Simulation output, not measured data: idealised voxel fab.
A process module follows: voxel double patterning.
The cross-section shown here is cut; it is 260 nm wide and divided into square cells measuring 5 nm on a side.
Cross-section layout: square cells on a grid; listed as bands, top to bottom; a band spans one or more cell rows. Heads up on the band format: heights come first, top then bottom, in nm. After that it's the materials left to right, each with its width in nm. A single material flagged "edge to edge" fills the whole band edge to edge, and "empty" means there's empty space there. Where do heights start? At 0: under that level the wafer as delivered is made of one material only. And the lowest band has no floor; it just carries on downward, as in "0..down". Think of "30 to 40" as a width that walks from the first number to the second as you go down the band, top row to bottom row, taking equal-sized steps from row to row. Key: "no alteration" - step with no changed cell in the cross-section. "Voids, fully enclosed" means: voids of 8 cells or more that are shut off from the top with no open way through. Written width x height at distance, distance from the left edge, in nm. What comes after the settings on a step's line is commentary from the simulator itself on that step. overlay nm: on a step with a mask, how far right of its planned place the mask lay; negative means left.

THE PLANNED PROCESS STEPS ARE ENUMERATED HEREUNDER
| 1 | RECEIVE, material Si |
| 2 | CONFORMAL_DEP, material SiN, thk nm 10 |
| 3 | DIRECTIONAL_DEP, material SiO2, thk nm 15 |
| 4 | DIRECTIONAL_DEP, material SiCN, thk nm 10 |
| 5 | PATTERN, tone open, mask id FIRST, material resist, width nm 15, pitch nm 50, thk nm 15, overlay nm 0 |
| 6 | DIRECTIONAL_ETCH, etch materials SiCN, depth nm 10 |
| 7 | STRIP, etch materials resist |
| 8 | DIRECTIONAL_DEP, material aC, thk nm 15 |
| 9 | PATTERN, tone open, mask id SECOND, material resist, width nm 15, thk nm 35, overlay nm 0 |
| 10 | DIRECTIONAL_ETCH, etch materials aC, depth nm 15 |
| 11 | STRIP, etch materials resist |
| 12 | DIRECTIONAL_ETCH, etch materials SiCN, depth nm 10 |
| 13 | STRIP, etch materials aC |
| 14 | DIRECTIONAL_ETCH, etch materials SiO2, depth nm 15 |
| 15 | STRIP, etch materials SiCN |

FIRST OF THE TWO WAFERS, RUN PER PLAN

AS-RECEIVED WAFER CROSS-SECTION (AFTER STEP 1)
* 0..down | Si edge to edge
* Voids, fully enclosed: none

WAFER SECTION VIEW AFTER PROCESSING STEP 2
* 10..0 | SiN edge to edge
* Below a height of 0, the structure has not been altered.

WAFER SECTION VIEW AFTER PROCESSING STEP 3
* 25..10 | SiO2 edge to edge
* Below a height of 10, the structure has not been altered.

WAFER SECTION VIEW AFTER PROCESSING STEP 4
* 35..25 | SiCN edge to edge
* Below a height of 25, the structure has not been altered.

WAFER SECTION VIEW AFTER PROCESSING STEP 5
* 50..35 | 95 resist | 15 empty | 35 resist | 15 empty | 100 resist
* Below a height of 35, the structure has not been altered.

WAFER SECTION VIEW AFTER PROCESSING STEP 6
* 50..35 | 95 resist | 15 empty | 35 resist | 15 empty | 100 resist
* 35..25 | 95 SiCN | 15 empty | 35 SiCN | 15 empty | 100 SiCN
* Below a height of 25, the structure has not been altered.

WAFER SECTION VIEW AFTER PROCESSING STEP 7
* 35..25 | 95 SiCN | 15 empty | 35 SiCN | 15 empty | 100 SiCN
* Below a height of 25, the structure has not been altered.

WAFER SECTION VIEW AFTER PROCESSING STEP 8
* 50..40 | 95 aC | 15 empty | 35 aC | 15 empty | 100 aC
* 40..35 | aC edge to edge
* 35..25 | 95 SiCN | 15 aC | 35 SiCN | 15 aC | 100 SiCN
* Below a height of 25, the structure has not been altered.

WAFER SECTION VIEW AFTER PROCESSING STEP 9
* 85..50 | 120 resist | 15 empty | 125 resist
* 50..40 | 95 aC | 15 resist | 35 aC | 15 resist | 100 aC
* Below a height of 40, the structure has not been altered.

WAFER SECTION VIEW AFTER PROCESSING STEP 10
* 70..50 | 120 resist | 15 empty | 125 resist
* 50..40 | 95 aC | 15 resist | 10 aC | 15 empty | 10 aC | 15 resist | 100 aC
* 40..35 | 120 aC | 15 empty | 125 aC
* Below a height of 35, the structure has not been altered.

WAFER SECTION VIEW AFTER PROCESSING STEP 11
* 50..40 | 95 aC | 15 empty | 10 aC | 15 empty | 10 aC | 15 empty | 100 aC
* Below a height of 40, the structure has not been altered.

WAFER SECTION VIEW AFTER PROCESSING STEP 12
* 50..40 | 95 aC | 15 empty | 10 aC | 15 empty | 10 aC | 15 empty | 100 aC
* 40..35 | 120 aC | 15 empty | 125 aC
* 35..25 | 95 SiCN | 15 aC | 10 SiCN | 15 empty | 10 SiCN | 15 aC | 100 SiCN
* Below a height of 25, the structure has not been altered.

WAFER SECTION VIEW AFTER PROCESSING STEP 13
* 35..25 | 95 SiCN | 15 empty | 10 SiCN | 15 empty | 10 SiCN | 15 empty | 100 SiCN
* Below a height of 25, the structure has not been altered.

WAFER SECTION VIEW AFTER PROCESSING STEP 14
* 35..25 | 95 SiCN | 15 empty | 10 SiCN | 15 empty | 10 SiCN | 15 empty | 100 SiCN
* 25..10 | 95 SiO2 | 15 empty | 10 SiO2 | 15 empty | 10 SiO2 | 15 empty | 100 SiO2
* Below a height of 10, the structure has not been altered.

WAFER SECTION VIEW AFTER PROCESSING STEP 15
* 25..10 | 95 SiO2 | 15 empty | 10 SiO2 | 15 empty | 10 SiO2 | 15 empty | 100 SiO2
* Below a height of 10, the structure has not been altered.

THE SECOND WAFER: IDENTICAL TO THE FIRST AT THE OUTSET AND IN ITS PLANNED SEQUENCE, DIFFERING ONLY IN THAT ONE MISTAKE WAS MADE DURING PROCESSING; UP TO AND INCLUDING STEP 1, ITS PATH IS THE FIRST WAFER'S PATH

Second wafer, sectioned view, at step 2's planned end time: no alteration

SECOND WAFER, SECTIONED VIEW, AT STEP 3'S PLANNED END TIME
* 15..0 | SiO2 edge to edge
* Below a height of 0, the structure has not been altered.

SECOND WAFER, SECTIONED VIEW, AT STEP 4'S PLANNED END TIME
* 25..15 | SiCN edge to edge
* Below a height of 15, the structure has not been altered.

SECOND WAFER, SECTIONED VIEW, AT STEP 5'S PLANNED END TIME
* 40..25 | 95 resist | 15 empty | 35 resist | 15 empty | 100 resist
* Below a height of 25, the structure has not been altered.

SECOND WAFER, SECTIONED VIEW, AT STEP 6'S PLANNED END TIME
* 40..25 | 95 resist | 15 empty | 35 resist | 15 empty | 100 resist
* 25..15 | 95 SiCN | 15 empty | 35 SiCN | 15 empty | 100 SiCN
* Below a height of 15, the structure has not been altered.

SECOND WAFER, SECTIONED VIEW, AT STEP 7'S PLANNED END TIME
* 25..15 | 95 SiCN | 15 empty | 35 SiCN | 15 empty | 100 SiCN
* Below a height of 15, the structure has not been altered.

SECOND WAFER, SECTIONED VIEW, AT STEP 8'S PLANNED END TIME
* 40..30 | 95 aC | 15 empty | 35 aC | 15 empty | 100 aC
* 30..25 | aC edge to edge
* 25..15 | 95 SiCN | 15 aC | 35 SiCN | 15 aC | 100 SiCN
* Below a height of 15, the structure has not been altered.

SECOND WAFER, SECTIONED VIEW, AT STEP 9'S PLANNED END TIME
* 75..40 | 120 resist | 15 empty | 125 resist
* 40..30 | 95 aC | 15 resist | 35 aC | 15 resist | 100 aC
* Below a height of 30, the structure has not been altered.

SECOND WAFER, SECTIONED VIEW, AT STEP 10'S PLANNED END TIME
* 60..40 | 120 resist | 15 empty | 125 resist
* 40..30 | 95 aC | 15 resist | 10 aC | 15 empty | 10 aC | 15 resist | 100 aC
* 30..25 | 120 aC | 15 empty | 125 aC
* Below a height of 25, the structure has not been altered.

SECOND WAFER, SECTIONED VIEW, AT STEP 11'S PLANNED END TIME
* 40..30 | 95 aC | 15 empty | 10 aC | 15 empty | 10 aC | 15 empty | 100 aC
* Below a height of 30, the structure has not been altered.

SECOND WAFER, SECTIONED VIEW, AT STEP 12'S PLANNED END TIME
* 40..30 | 95 aC | 15 empty | 10 aC | 15 empty | 10 aC | 15 empty | 100 aC
* 30..25 | 120 aC | 15 empty | 125 aC
* 25..15 | 95 SiCN | 15 aC | 10 SiCN | 15 empty | 10 SiCN | 15 aC | 100 SiCN
* Below a height of 15, the structure has not been altered.

SECOND WAFER, SECTIONED VIEW, AT STEP 13'S PLANNED END TIME
* 25..15 | 95 SiCN | 15 empty | 10 SiCN | 15 empty | 10 SiCN | 15 empty | 100 SiCN
* Below a height of 15, the structure has not been altered.

SECOND WAFER, SECTIONED VIEW, AT STEP 14'S PLANNED END TIME
* 25..15 | 95 SiCN | 15 empty | 10 SiCN | 15 empty | 10 SiCN | 15 empty | 100 SiCN
* 15..0 | 95 SiO2 | 15 empty | 10 SiO2 | 15 empty | 10 SiO2 | 15 empty | 100 SiO2
* Below a height of 0, the structure has not been altered.

SECOND WAFER, SECTIONED VIEW, AT STEP 15'S PLANNED END TIME
* 15..0 | 95 SiO2 | 15 empty | 10 SiO2 | 15 empty | 10 SiO2 | 15 empty | 100 SiO2
* Below a height of 0, the structure has not been altered.
Here's what went sideways: step 2 of the plan got skipped, so it never ran
Final difference in cells, second wafer against first, listed per material as more or fewer: SiN: 104 fewer
